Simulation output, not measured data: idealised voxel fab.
voxel fin reveal: a process module
255 nm wide, 5 nm square cells: that's cross-section cut.
A cross-section in this document is a grid of square cells, and it is written down as bands, the top band listed before the ones below it; a band is made up of one or more rows of cells.
Heights first: top, then bottom, in nm. Then materials, left to right, each with a width in nm. "edge to edge" on a single material: fills the band edge to edge. "blank": empty space.
Heights are reckoned from 0. Under this level, the received wafer is all of one material. The bottommost band is open-ended downward, for example "0..down".
The expression "30..40" gives the width at the extremes of the band, the first number at its top row of cells and the second at its bottom row, with the width changing by equal amounts from each row to the next in between.
Step note "no alteration" = no cross-section cell changed.
Entry "Fully closed voids". Content: empty spaces with no open connection to the top, size 8 cells or greater. Each: width x height at distance. Distance: from left edge. Unit: nm.
Whatever follows a step's settings on its line is a remark the simulator itself makes about that step.
Among the settings permitted on a step's line is "overlay nm"; applied to a step with a mask, it specifies the extent to which the mask lay to the right of its planned position, whereas a negative figure signifies a position to the left.
This section lists the process steps that were planned
1: RECEIVE,material Si
2: CONFORMAL_DEP,material SiN,thk nm 10
3: DIRECTIONAL_DEP,material aC,thk nm 15
4: PATTERN,tone cover,mask id FINS,material resist,width nm 15,pitch nm 35,thk nm 30,overlay nm 0
5: DIRECTIONAL_ETCH,etch materials aC,depth nm 15
6: STRIP,etch materials resist
7: DIRECTIONAL_ETCH,etch materials SiN,depth nm 10
8: DIRECTIONAL_ETCH,etch materials Si,depth nm 30
9: STRIP,etch materials aC
10: OXIDIZE,depth nm 5
11: FILL_DEP,material SiO2,thk nm 5
12: CMP,height nm 10
13: SELECTIVE_ETCH,etch materials SiO2,depth nm 30
14: STRIP,etch materials SiN
Wafer, first of two, run as planned
As-received state of the wafer in cross-section, equivalent to post-step 1
0..down | Si edge to edge
Fully closed voids: none
Wafer section view after processing step 2
10..0 | SiN edge to edge
Below a height of 0, the structure has not been altered.
Wafer section view after processing step 3
25..10 | aC edge to edge
Below a height of 10, the structure has not been altered.
Wafer section view after processing step 4
55..25 | blank 100 nm, resist 15 nm, blank 20 nm, resist 15 nm, blank 105 nm
Below a height of 25, the structure has not been altered.
Wafer section view after processing step 5
40..25 | blank 100 nm, resist 15 nm, blank 20 nm, resist 15 nm, blank 105 nm
25..10 | blank 100 nm, aC 15 nm, blank 20 nm, aC 15 nm, blank 105 nm
Below a height of 10, the structure has not been altered.
Wafer section view after processing step 6
25..10 | blank 100 nm, aC 15 nm, blank 20 nm, aC 15 nm, blank 105 nm
Below a height of 10, the structure has not been altered.
Wafer section view after processing step 7
25..10 | blank 100 nm, aC 15 nm, blank 20 nm, aC 15 nm, blank 105 nm
10..0 | blank 100 nm, SiN 15 nm, blank 20 nm, SiN 15 nm, blank 105 nm
Below a height of 0, the structure has not been altered.
Wafer section view after processing step 8
25..10 | blank 100 nm, aC 15 nm, blank 20 nm, aC 15 nm, blank 105 nm
10..0 | blank 100 nm, SiN 15 nm, blank 20 nm, SiN 15 nm, blank 105 nm
0..-30 | blank 100 nm, Si 15 nm, blank 20 nm, Si 15 nm, blank 105 nm
Below a height of -30, the structure has not been altered.
Wafer section view after processing step 9
10..0 | blank 100 nm, SiN 15 nm, blank 20 nm, SiN 15 nm, blank 105 nm
Below a height of 0, the structure has not been altered.
Wafer section view after processing step 10
10..0 | blank 100 nm, SiN 15 nm, blank 20 nm, SiN 15 nm, blank 105 nm
0..-30 | blank 100 nm, SiO2 5 nm, Si 5 nm, SiO2 5 nm, blank 20 nm, SiO2 5 nm, Si 5 nm, SiO2 5 nm, blank 105 nm
-30..-35 | SiO2 105 nm, Si 5 nm, SiO2 30 nm, Si 5 nm, SiO2 110 nm
Below a height of -35, the structure has not been altered.
Wafer section view after processing step 11
15..10 | SiO2 edge to edge
10..0 | SiO2 100 nm, SiN 15 nm, SiO2 20 nm, SiN 15 nm, SiO2 105 nm
0..-35 | SiO2 105 nm, Si 5 nm, SiO2 30 nm, Si 5 nm, SiO2 110 nm
Below a height of -35, the structure has not been altered.
Wafer section view after processing step 12
10..0 | SiO2 100 nm, SiN 15 nm, SiO2 20 nm, SiN 15 nm, SiO2 105 nm
Below a height of 0, the structure has not been altered.
Wafer section view after processing step 13
10..0 | blank 100 nm, SiN 15 nm, blank 20 nm, SiN 15 nm, blank 105 nm
0..-20 | blank 105 nm, Si 5 nm, blank 30 nm, Si 5 nm, blank 110 nm
Below a height of -20, the structure has not been altered.
Wafer section view after processing step 14
0..-20 | blank 105 nm, Si 5 nm, blank 30 nm, Si 5 nm, blank 110 nm
Below a height of -20, the structure has not been altered.
Wafer two of two - same starting point, same process plan, one mistake in execution; matches wafer one up to and including step 10
Second wafer cross-section, taken as of the time the plan sets for step 11 to be done
15..10 | aC edge to edge
10..0 | aC 100 nm, SiN 15 nm, aC 20 nm, SiN 15 nm, aC 105 nm
0..-30 | aC 100 nm, SiO2 5 nm, Si 5 nm, SiO2 5 nm, aC 20 nm, SiO2 5 nm, Si 5 nm, SiO2 5 nm, aC 105 nm
Below a height of -30, the structure has not been altered.
Second wafer cross-section, taken as of the time the plan sets for step 12 to be done
10..0 | aC 100 nm, SiN 15 nm, aC 20 nm, SiN 15 nm, aC 105 nm
Below a height of 0, the structure has not been altered.
Second wafer cross-section, taken as of the time the plan sets for step 13 to be done: no alteration
Second wafer cross-section, taken as of the time the plan sets for step 14 to be done
10..0 | aC 100 nm, blank 15 nm, aC 20 nm, blank 15 nm, aC 105 nm
Below a height of 0, the structure has not been altered.
Deviation from plan: planned and actual differ for step 11; actual: FILL_DEP,material aC,thk nm 5
Final wafer comparison in cells, second versus first, more or fewer per material: 74 fewer of SiO2, 360 more of aC
